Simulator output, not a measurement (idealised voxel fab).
Documented hereafter: the process module known as voxel self aligned vias.
The cross-section shown here is cut; it is 155 nm wide and divided into square cells measuring 5 nm on a side.
Cross-section = grid of square cells, listed top down in bands; band = one or more rows. Each band's line starts with the height of the band's top and of its bottom, in nm. Then come its materials from left to right, each with its width in nm. One material with "edge to edge" fills the band from edge to edge. "air" is empty space. The reference from which all heights are counted is 0, the level beneath which the as-received wafer is entirely one material; the lowest band, having no lower bound, proceeds downward and is written after the example "0 nm and below". Width spec "30..40" -> top row of cells at first value, bottom row at second value, equal per-row change in between. When a step is marked "nothing altered", none of the cells in the cross-section changed during that step. Closed empty spaces (no open way to the top) of 8 cells or more are what "Voids, sealed" lists, each as width x height at distance from the left edge, nm for all three. after a step's settings: what the simulator itself notes on the step. overlay nm: for a step with a mask, the amount by which the mask lay right of where it was planned; a negative amount means left of it.

[Set out below are the planned steps of the process]
- 1: RECEIVE, material Si
- 2: CONFORMAL_DEP, material SiO2, thk nm 10
- 3: CONFORMAL_DEP, material SiCN, thk nm 5
- 4: DIRECTIONAL_DEP, material lowk, thk nm 30
- 5: MASKED_ETCH, tone open, mask id LINES, width nm 30, pitch nm 65, etch materials lowk, depth nm 30, overlay nm 0
- 6: CONFORMAL_DEP, material TiN, thk nm 5
- 7: FILL_DEP, material Ru, thk nm 10
- 8: CMP, height nm 45
- 9: SELECTIVE_ETCH, etch materials W Ru TiN, depth nm 5
- 10: FILL_DEP, material SiN, thk nm 10
- 11: CMP, height nm 45
- 12: DIRECTIONAL_DEP, material lowk, thk nm 15
- 13: PATTERN, tone open, mask id VIAS, material resist, width nm 50, thk nm 15, overlay nm 0
- 14: DIRECTIONAL_ETCH, etch materials lowk, depth nm 15
- 15: DIRECTIONAL_ETCH, etch materials SiN, depth nm 5
- 16: STRIP, etch materials resist
- 17: CONFORMAL_DEP, material TiN, thk nm 5
- 18: FILL_DEP, material Cu, thk nm 5
- 19: CMP, height nm 60
- 20: CONFORMAL_DEP, material SiCN, thk nm 5

[Cross-section of the wafer upon arrival, representing the state reached after step 1]
	0 nm and below | Si edge to edge
	Voids, sealed: none

[End state of the module in cross-section, given the above starting point and plan and one mistake in execution]
	75 nm to 60 nm | SiCN edge to edge
	60 nm to 50 nm | lowk 20 nm; TiN 5 nm; Cu 40 nm; TiN 5 nm; lowk 85 nm
	50 nm to 45 nm | lowk 20 nm; TiN 15 nm; Cu 20 nm; TiN 15 nm; lowk 85 nm
	45 nm to 40 nm | lowk 30 nm; TiN 30 nm; lowk 35 nm; SiN 30 nm; lowk 30 nm
	40 nm to 20 nm | lowk 30 nm; TiN 5 nm; Ru 20 nm; TiN 5 nm; lowk 35 nm; TiN 5 nm; Ru 20 nm; TiN 5 nm; lowk 30 nm
	20 nm to 15 nm | lowk 30 nm; TiN 30 nm; lowk 35 nm; TiN 30 nm; lowk 30 nm
	15 nm to 10 nm | SiCN edge to edge
	10 nm to 0 nm | SiO2 edge to edge
	0 nm and below | Si edge to edge
	Voids, sealed: none
Against the plan, the run slipped here: contrary to plan, step 20 was performed as CONFORMAL_DEP, material SiCN, thk nm 15
